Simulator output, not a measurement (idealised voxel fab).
Process module, titled voxel fin reveal
Cross-section cut spans 295 nm and uses square cells 5 nm in size.
A cross-section is a grid of square cells, given in bands from the top down. A band is one or more rows of cells. Heights first: top, then bottom, in nm. Then materials, left to right, each with a width in nm. "full width" on a single material: fills the band edge to edge. "air": empty space. Measure heights from 0. That's the level where, below it, the as-received wafer is all one material. The lowest band is bottomless and extends downward; write it as in "0 and below". You'd read "30->40" like this: the band's top row of cells is as wide as the first number, its bottom row is as wide as the second, and going down, every row changes width by the same amount as the row before did. "remained unchanged" for a step: no cell of the cross-section changed in that step. "Voids, sealed" specifies each empty space that is not open to the top and that occupies no fewer than 8 cells, using the form width x height at distance, the distance measured from the left edge and all three quantities in nm. Whatever follows a step's settings on its line is a remark the simulator itself makes about that step. overlay nm: on a step with a mask, how far right of its planned place the mask lay; negative means left.
PROCESS STEPS - PLAN
1. RECEIVE,material Si
2. CONFORMAL_DEP,material SiN,thk nm 10
3. PATTERN,tone cover,mask id FINS,material resist,width nm 15,pitch nm 40,thk nm 20,overlay nm 0
4. DIRECTIONAL_ETCH,etch materials SiN,depth nm 10
5. DIRECTIONAL_ETCH,etch materials Si,depth nm 30
6. STRIP,etch materials resist
7. FILL_DEP,material SiO2,thk nm 5
8. CMP,height nm 10
9. SELECTIVE_ETCH,etch materials SiO2,depth nm 25
10. STRIP,etch materials SiN
11. CONFORMAL_DEP,material SiO2,thk nm 5
THE CROSS-SECTION HERE SHOWS THE WAFER AS RECEIVED, I.E. IN ITS STATE AFTER STEP 1
  0 and below = Si full width
  Voids, sealed: none
RUN AS PLANNED - FIRST OF THE TWO WAFERS CROSS-SECTIONED AT THE END OF THE MODULE
  5 down to 0 = air: 95; SiO2: 25; air: 15; SiO2: 25; air: 15; SiO2: 25; air: 95
  0 down to -10 = air: 95; SiO2: 5; Si: 15; SiO2: 5; air: 15; SiO2: 5; Si: 15; SiO2: 5; air: 15; SiO2: 5; Si: 15; SiO2: 5; air: 95
  -10 down to -30 = SiO2: 100; Si: 15; SiO2: 25; Si: 15; SiO2: 25; Si: 15; SiO2: 100
  -30 and below = Si full width
  Voids, sealed: none
THIS IS THE SECOND OF THE TWO WAFERS, CROSS-SECTIONED AT THE END OF THE MODULE; IT STARTED EXACTLY LIKE THE FIRST AND WAS GIVEN THE SAME PLAN, BUT IT WAS RUN WITH ONE MISTAKE
  0 down to -15 = air: 100; Si: 15; air: 25; Si: 15; air: 25; Si: 15; air: 100
  -15 down to -30 = SiO2: 100; Si: 15; SiO2: 25; Si: 15; SiO2: 25; Si: 15; SiO2: 100
  -30 and below = Si full width
  Voids, sealed: none
Processing error: step 11 of the plan was omitted and not executed
End of process, cell counts, second wafer against first, materials with more or fewer: SiO2 -77
